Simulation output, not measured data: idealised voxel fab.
Herein follows the process module entitled voxel transistor to metal.
The width of the displayed cross-section, cut, is 205 nm; its cells are square, with a size of 5 nm.
Cross-section spec: square-cell grid; bands listed top down; each band is one or more rows. For a band, the entry starts with two heights in nm, that of the top and then that of the bottom, and carries on with the band's materials in order from left to right, each alongside its width in nm; the word "everywhere" beside a single material means it fills the band edge to edge, and "empty" means empty space. Beneath 0, the wafer as received is one material, and that level is where height counting begins. The lowest band goes on downward without a bottom; it is written like "0 nm and below". You'd read "30->40" like this: the band's top row of cells is as wide as the first number, its bottom row is as wide as the second, and going down, every row changes width by the same amount as the row before did. "remained the same" for a step: no cell of the cross-section changed in that step. Entry "Closed cavities" = empty spaces >= 8 cells with no open way to the top; each as width x height at distance, distance from left edge, all nm. Text after the settings on a step's line: the simulator's own remark on that step. "overlay nm" answers the question of how far to the right of plan the mask lay on a step that has a mask, and when it is negative the answer is to the left.

# The process steps that were planned are listed below
1. RECEIVE with material Si
2. OXIDIZE with depth nm 5
3. CONFORMAL_DEP with material SiN, thk nm 15
4. MASKED_ETCH with tone cover, mask id ACTIVE, width nm 110, etch materials SiN, depth nm 15, overlay nm 0
5. MASKED_ETCH with tone cover, mask id ACTIVE, width nm 110, etch materials SiO2, depth nm 5, overlay nm 0
6. MASKED_ETCH with tone cover, mask id ACTIVE, width nm 110, etch materials Si, depth nm 25, overlay nm 0
7. FILL_DEP with material SiO2, thk nm 10
8. CMP with height nm 15
9. SELECTIVE_ETCH with etch materials SiO2, depth nm 5
10. STRIP with etch materials SiN
11. SELECTIVE_ETCH with etch materials SiO2, depth nm 5
12. OXIDIZE with depth nm 5
13. DIRECTIONAL_DEP with material polySi, thk nm 25
14. DIRECTIONAL_DEP with material SiCN, thk nm 10
15. PATTERN with tone cover, mask id GATE, material resist, width nm 30, thk nm 20, overlay nm 0
16. DIRECTIONAL_ETCH with etch materials SiCN, depth nm 20
17. DIRECTIONAL_ETCH with etch materials polySi, depth nm 35
18. STRIP with etch materials resist
19. CONFORMAL_DEP with material SiO2, thk nm 5
20. DIRECTIONAL_ETCH with etch materials SiO2, depth nm 5
21. CONFORMAL_DEP with material SiN, thk nm 10
22. DIRECTIONAL_ETCH with etch materials SiN, depth nm 10
23. DIRECTIONAL_ETCH with etch materials SiO2, depth nm 5
24. DIRECTIONAL_ETCH with etch materials Si, depth nm 5
25. EPI with material nSi, thk nm 5
26. FILL_DEP with material SiO2, thk nm 5
27. CMP with height nm 20
28. STRIP with etch materials polySi
29. SELECTIVE_ETCH with etch materials SiO2, depth nm 5
30. CONFORMAL_DEP with material HfO2, thk nm 5
31. CONFORMAL_DEP with material TiN, thk nm 5
32. FILL_DEP with material W, thk nm 5
33. CMP with height nm 15
34. DIRECTIONAL_DEP with material SiO2, thk nm 15
35. MASKED_ETCH with tone open, mask id CONTACT, width nm 20, pitch nm 80, etch materials SiO2, depth nm 40, overlay nm 0
36. CONFORMAL_DEP with material TiN, thk nm 5
37. FILL_DEP with material W, thk nm 5
38. CMP with height nm 30
39. DIRECTIONAL_DEP with material TiN, thk nm 5
40. DIRECTIONAL_DEP with material Ru, thk nm 15
41. PATTERN with tone cover, mask id METAL_1, material resist, width nm 20, pitch nm 80, thk nm 15, overlay nm 0
42. DIRECTIONAL_ETCH with etch materials Ru, depth nm 15
43. DIRECTIONAL_ETCH with etch materials TiN, depth nm 5
44. STRIP with etch materials resist
45. CONFORMAL_DEP with material SiCN, thk nm 5
46. FILL_DEP with material SiO2, thk nm 10
47. CMP with height nm 50
48. CONFORMAL_DEP with material SiN, thk nm 5

# Here's what the wafer looked like in cross-section when it arrived - that's after step 1
  0 nm and below = Si everywhere
  Closed cavities: none

# Cross-sectional image of the first of two wafers at the end of the module, the run having proceeded as planned
  55 nm to 50 nm = SiN everywhere
  50 nm to 35 nm = SiO2 45 nm / SiCN 5 nm / Ru 20 nm / SiCN 5 nm / SiO2 50 nm / SiCN 5 nm / Ru 20 nm / SiCN 5 nm / SiO2 50 nm
  35 nm to 30 nm = SiCN 50 nm / TiN 20 nm / SiCN 60 nm / TiN 20 nm / SiCN 55 nm
  30 nm to 15 nm = SiO2 50 nm / TiN 5 nm / W 10 nm / TiN 5 nm / SiO2 60 nm / TiN 5 nm / W 10 nm / TiN 5 nm / SiO2 55 nm
  15 nm to 5 nm = SiO2 50 nm / TiN 5->10 nm / W 10->5 nm / TiN 5 nm / SiN 10 nm / HfO2 5 nm / TiN 5 nm / W 20 nm / TiN 5 nm / HfO2 5 nm / SiN 10 nm / TiN 5 nm / W 10->5 nm / TiN 5->10 nm / SiO2 55 nm
  5 nm to 0 nm = SiO2 45 nm / SiN 10 nm / TiN 5 nm / W 5 nm / TiN 5 nm / SiN 10 nm / HfO2 5 nm / TiN 5 nm / W 20 nm / TiN 5 nm / HfO2 5 nm / SiN 10 nm / TiN 5 nm / W 5 nm / TiN 5 nm / SiN 10 nm / SiO2 50 nm
  0 nm to -5 nm = SiO2 45 nm / SiN 10 nm / TiN 15 nm / SiN 10 nm / HfO2 5 nm / TiN 30 nm / HfO2 5 nm / SiN 10 nm / TiN 15 nm / SiN 10 nm / SiO2 50 nm
  -5 nm to -10 nm = SiO2 55 nm / nSi 5 nm / TiN 5 nm / nSi 5 nm / SiO2 10 nm / HfO2 40 nm / SiO2 10 nm / nSi 5 nm / TiN 5 nm / nSi 5 nm / SiO2 60 nm
  -10 nm to -15 nm = SiO2 45 nm / Si 10 nm / nSi 15 nm / Si 60 nm / nSi 15 nm / Si 10 nm / SiO2 50 nm
  -15 nm to -30 nm = SiO2 45 nm / Si 110 nm / SiO2 50 nm
  -30 nm and below = Si everywhere
  Closed cavities: none

# Cross-sectional view of the second of two wafers upon completion of the module. This wafer shared its starting condition and process plan with the first; one error was made during its execution
  55 nm to 50 nm = SiN everywhere
  50 nm to 35 nm = SiO2 45 nm / SiCN 5 nm / Ru 20 nm / SiCN 5 nm / SiO2 50 nm / SiCN 5 nm / Ru 20 nm / SiCN 5 nm / SiO2 50 nm
  35 nm to 30 nm = SiCN 50 nm / TiN 20 nm / SiCN 60 nm / TiN 20 nm / SiCN 55 nm
  30 nm to 15 nm = SiO2 50 nm / TiN 5 nm / W 10 nm / TiN 5 nm / SiO2 60 nm / TiN 5 nm / W 10 nm / TiN 5 nm / SiO2 55 nm
  15 nm to 10 nm = SiO2 50 nm / TiN 5 nm / W 10 nm / TiN 5 nm / SiN 10 nm / HfO2 5 nm / TiN 5 nm / W 20 nm / TiN 5 nm / HfO2 5 nm / SiN 10 nm / TiN 5 nm / W 10 nm / TiN 5 nm / SiO2 55 nm
  10 nm to 5 nm = SiO2 50 nm / TiN 20 nm / SiN 10 nm / HfO2 5 nm / TiN 5 nm / W 20 nm / TiN 5 nm / HfO2 5 nm / SiN 10 nm / TiN 20 nm / SiO2 55 nm
  5 nm to 0 nm = SiO2 50 nm / SiN 10 nm / TiN 10 nm / SiN 10 nm / HfO2 5 nm / TiN 30 nm / HfO2 5 nm / SiN 10 nm / TiN 10 nm / SiN 10 nm / SiO2 55 nm
  0 nm to -5 nm = SiO2 60 nm / nSi 10 nm / SiO2 10 nm / HfO2 40 nm / SiO2 10 nm / nSi 10 nm / SiO2 65 nm
  -5 nm to -10 nm = SiO2 45 nm / Si 15 nm / nSi 10 nm / Si 60 nm / nSi 10 nm / Si 15 nm / SiO2 50 nm
  -10 nm to -30 nm = SiO2 45 nm / Si 110 nm / SiO2 50 nm
  -30 nm and below = Si everywhere
  Closed cavities: none
So what did we get wrong on this run? step 10 ran in the slot meant for step 11, and vice versa
Cell-count delta at end, second wafer over first, by material: -2 HfO2; +24 Si; -8 SiN; +4 SiO2; -8 TiN; -8 W; -2 nSi
